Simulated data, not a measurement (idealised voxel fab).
Process module, titled voxel self aligned contacts
cross-section cut | 185 nm wide | cells 5 nm
We lay out every cross-section as a grid of square cells and spell it out in bands from the top down, where one band means one or more rows of cells. First you get the band's top height and its bottom height, in nm, and then the materials it's made of, left to right, with each width in nm. If you see a single material with "edge to edge", that one covers the band edge to edge. "blank" is empty space. Heights from 0 (as-received wafer is one material below). Bottom band endless downward, as "0 down". The expression "30..40" gives the width at the extremes of the band, the first number at its top row of cells and the second at its bottom row, with the width changing by equal amounts from each row to the next in between. A step reported as "remained the same" is a step in which no cell of the cross-section changed. The list in "Trapped void list" covers empty spaces of 8 cells or more that cannot reach the top through any open way, and it gives each as width x height at distance; the distance is from the left edge, and width, height and distance are in nm. Post-settings text on a step line: simulator's own remark regarding the step. "overlay nm" on a masked step: distance the mask lay right of its planned place, negative for left.
Below is the list of planned process steps:
step 1: RECEIVE with material Si
step 2: OXIDIZE with depth nm 5
step 3: DIRECTIONAL_DEP with material polySi, thk nm 25
step 4: DIRECTIONAL_DEP with material SiN, thk nm 20
step 5: MASKED_ETCH with tone cover, mask id GATE, width nm 35, pitch nm 80, etch materials SiN, depth nm 20, overlay nm 0
step 6: MASKED_ETCH with tone cover, mask id GATE, width nm 35, pitch nm 80, etch materials polySi, depth nm 25, overlay nm 0
step 7: CONFORMAL_DEP with material SiN, thk nm 10
step 8: DIRECTIONAL_ETCH with etch materials SiN, depth nm 5
step 9: FILL_DEP with material SiO2, thk nm 20
step 10: CMP with height nm 55
step 11: PATTERN with tone open, mask id CONTACT, material resist, width nm 55, thk nm 15, overlay nm 0
step 12: DIRECTIONAL_ETCH with etch materials SiO2, depth nm 60
step 13: STRIP with etch materials resist
step 14: CONFORMAL_DEP with material TiN, thk nm 5
step 15: FILL_DEP with material Ru, thk nm 10
step 16: CMP with height nm 55
step 17: CONFORMAL_DEP with material SiCN, thk nm 5
Wafer-to-wafer difference: depth nm, step 8. Common start. Plan = first wafer's value.
First of several wafers (as received, post step 1), cross-sectional view:
    0 down  Si edge to edge
    Trapped void list: none
Quick key for the table: a row per wafer, taken at the end of the module. For each material it tells you how many cells the wafer gained (+) or lost (-) since it came in, and the closed voids come after:
depth nm 5, +27 Ru, -37 Si, +37 SiCN, +165 SiN, +153 SiO2, +29 TiN, +70 polySi, Trapped void list: none
depth nm 10, +39 Ru, -37 Si, +37 SiCN, +128 SiN, +174 SiO2, +33 TiN, +70 polySi, Trapped void list: none
depth nm 15, +45 Ru, -37 Si, +37 SiCN, +106 SiN, +190 SiO2, +33 TiN, +70 polySi, Trapped void list: none
depth nm 20, +51 Ru, -37 Si, +37 SiCN, +84 SiN, +206 SiO2, +33 TiN, +70 polySi, Trapped void list: none
